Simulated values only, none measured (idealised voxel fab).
The name of this process module is voxel ribs on slabs.
In the cross-section labelled cut, the width is 220 nm and each square cell is 5 nm.
Each cross-section below is a grid of square cells, stated as bands in top-down order, with one or more rows of cells making up each band. First you get the band's top height and its bottom height, in nm, and then the materials it's made of, left to right, with each width in nm. If you see a single material with "throughout", that one covers the band edge to edge. "air" is empty space. For the purposes of this specification, 0 denotes the height below which the wafer in its as-received condition is composed wholly of one material, and the lowermost band, lacking a lower limit, extends downward without end, as expressed in "0 -> down". Read "30..40" as a graded width: first number on top, second number at the bottom, same change between each pair of neighbouring rows. Given "no modification" for a step, no cell of the cross-section differs between before and after that step. Closed-off voids of 8+ cells (no open route to the top) go in "Non-vented voids", written width x height at distance from the left edge, in nm. That trailing text on a step's line, after the settings, is the simulator's own remark on the step. If you see "overlay nm" on a step's line and that step has a mask, it's telling you how far right of where it was planned the mask ended up; a negative number means it went left instead.

## Listed below are the process steps as planned
1) RECEIVE with material Si
2) DIRECTIONAL_DEP with material SiO2, thk nm 20
3) DIRECTIONAL_DEP with material SiN, thk nm 25
4) DIRECTIONAL_DEP with material aC, thk nm 15
5) PATTERN with tone cover, mask id RIB, material resist, width nm 15, thk nm 30, overlay nm 0
6) DIRECTIONAL_ETCH with etch materials aC, depth nm 15
7) STRIP with etch materials resist
8) DIRECTIONAL_ETCH with etch materials SiN, depth nm 20
9) STRIP with etch materials aC
10) DIRECTIONAL_DEP with material aC, thk nm 10
11) PATTERN with tone cover, mask id SLAB, material resist, width nm 45, thk nm 30, overlay nm 0
12) DIRECTIONAL_ETCH with etch materials aC, depth nm 10
13) STRIP with etch materials resist
14) DIRECTIONAL_ETCH with etch materials SiN, depth nm 5
15) STRIP with etch materials aC
16) FILL_DEP with material SiO2, thk nm 25
17) CMP with height nm 60
18) DIRECTIONAL_DEP with material TiN, thk nm 5
19) MASKED_ETCH with tone cover, mask id HEATER, width nm 25, etch materials TiN, depth nm 5, overlay nm 0
20) CONFORMAL_DEP with material SiO2, thk nm 10

## Cross-sectional view of the wafer in its as-received condition, corresponding to the state after step 1
* 0 -> down  Si throughout
* Non-vented voids: none

## Cross-sectional image of the first of two wafers at the end of the module, the run having proceeded as planned
* 75 -> 70  air 85 nm, SiO2 45 nm, air 90 nm
* 70 -> 65  SiO2 throughout
* 65 -> 60  SiO2 95 nm, TiN 25 nm, SiO2 100 nm
* 60 -> 45  SiO2 throughout
* 45 -> 25  SiO2 100 nm, SiN 15 nm, SiO2 105 nm
* 25 -> 20  SiO2 85 nm, SiN 45 nm, SiO2 90 nm
* 20 -> 0  SiO2 throughout
* 0 -> down  Si throughout
* Non-vented voids: none

## Cross-sectional image of the second wafer of the two following completion of the module. Starting state and process plan were the same as for the first wafer; one execution error occurred
* 75 -> 70  air 85 nm, SiO2 45 nm, air 90 nm
* 70 -> 65  SiO2 throughout
* 65 -> 60  SiO2 95 nm, TiN 25 nm, SiO2 100 nm
* 60 -> 45  aC throughout
* 45 -> 25  aC 100 nm, SiN 15 nm, aC 105 nm
* 25 -> 20  aC 85 nm, SiN 45 nm, aC 90 nm
* 20 -> 0  SiO2 throughout
* 0 -> down  Si throughout
* Non-vented voids: none
what went wrong: step 16 ran with different settings than intended, the actual operation and settings being FILL_DEP with material aC, thk nm 25
FYI, end of process, the second wafer has more or fewer cells of some materials than the first: 331 fewer of SiO2, 331 more of aC
